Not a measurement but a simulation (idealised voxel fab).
process module | voxel trench capacitor
cross-section cut | 185 nm wide | cells 5 nm
A cross-section is a grid of square cells, given in bands from the top down. A band is one or more rows of cells.
Each band's line starts with the height of the band's top and of its bottom, in nm. Then come its materials from left to right, each with its width in nm. One material with "throughout" fills the band from edge to edge. "air" is empty space.
Height 0 is the level under which the wafer as received is all one material. The lowest band goes on downwards, as in "0 down".
A width such as "30 to 40" changes by the same amount from each row of cells to the next, from the band's top row to its bottom row.
"no change" after a step means that no cell of the cross-section changed.
closed voids: empty space of 8 cells or more with no open way to the top, each as width x height at its distance from the left edge, in nm
after a step's settings: what the simulator itself notes on the step
overlay nm, on a step with a mask: how far to the right of its planned place the mask lay; to the left if negative
plan
1 op RECEIVE | material Si
2 op CONFORMAL_DEP | material SiN | thk nm 10
3 op PATTERN | tone open | mask id TRENCH | material resist | width nm 15 | pitch nm 40 | thk nm 15 | overlay nm 0
4 op DIRECTIONAL_ETCH | etch materials SiN | depth nm 10
5 op DIRECTIONAL_ETCH | etch materials Si | depth nm 30
6 op STRIP | etch materials resist
7 op CONFORMAL_DEP | material Al2O3 | thk nm 5
8 op FILL_DEP | material polySi | thk nm 5
9 op CMP | height nm 0
varied across the wafers: height nm of step 9. The plan shows the first wafer's value. All wafers start alike
first wafer as received, after step 1
  0 down: Si throughout
  closed voids: none
each wafer at the end: cells of each material gained (+) or lost (-) since it was received, then its closed voids
height nm 0 | +52 Al2O3 | -72 Si | +20 polySi | closed voids: none
height nm 5 | +60 Al2O3 | -72 Si | +25 SiN | +24 polySi | closed voids: none
height nm 10 | +68 Al2O3 | -72 Si | +50 SiN | +28 polySi | closed voids: none
height nm 15 | +101 Al2O3 | -72 Si | +50 SiN | +32 polySi | closed voids: none
height nm 20 | +101 Al2O3 | -72 Si | +50 SiN | +69 polySi | closed voids: none
